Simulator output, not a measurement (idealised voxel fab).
Documented hereafter: the process module known as voxel plated lines.
Cross-sectional view cut (width: 225 nm; square cell size: 5 nm).
A cross-section in this document is a grid of square cells, and it is written down as bands, the top band listed before the ones below it; a band is made up of one or more rows of cells.
Band: top and bottom heights (nm) first, top before bottom; then materials from left to right, widths in nm. "all across" marks a sole material filling the band edge to edge. "air" denotes empty space.
Basically, 0 is our baseline, since under it the wafer straight out of the box is all one material. The bottom band has no lower end and keeps on going down, so it looks like "0 -> down".
A width such as "30->40" changes by the same amount from each row of cells to the next, from the band's top row to its bottom row.
"same as before" after a step means that no cell of the cross-section changed.
Each empty space that has no open way to the top and spans at least 8 cells appears under "Sealed cavities" as width x height at distance, the distance counted from the left edge, all in nm.
Heads up: the bit after the settings on a step's line is the simulator's remark on that step.
What "overlay nm" on a step's line means: if the step has a mask, that mask lay this far to the right of its planned place, or, when the value is negative, to the left.
### Process steps (planned)
1. RECEIVE [material Si]
2. CONFORMAL_DEP [material Al2O3] [thk nm 15]
3. DIRECTIONAL_DEP [material TiN] [thk nm 5]
4. PATTERN [tone open] [mask id LINES] [material resist] [width nm 20] [pitch nm 45] [thk nm 30] [overlay nm 0]
5. EPI [material Ru] [thk nm 5]
6. EPI [material Ru] [thk nm 10]
7. STRIP [etch materials resist]
8. DIRECTIONAL_ETCH [etch materials TiN] [depth nm 5]
9. CONFORMAL_DEP [material SiN] [thk nm 5]
All wafers enter the flow in the same state. The thk nm at step 9 differs from wafer to wafer, and the plan gives the value for the first wafer.
### Incoming state of the first of several wafers in cross-section: after step 1
* 0 -> down: Si all across
* Sealed cavities: none
### End of module, by wafer: material-by-material cell gain (+) or loss (-) since receipt, then closed voids
thk nm 5; +135 Al2O3; +48 Ru; +77 SiN; +16 TiN; Sealed cavities: none
thk nm 10; +135 Al2O3; +48 Ru; +154 SiN; +16 TiN; Sealed cavities: none
thk nm 15; +135 Al2O3; +48 Ru; +219 SiN; +16 TiN; Sealed cavities: none
thk nm 20; +135 Al2O3; +48 Ru; +272 SiN; +16 TiN; Sealed cavities: none
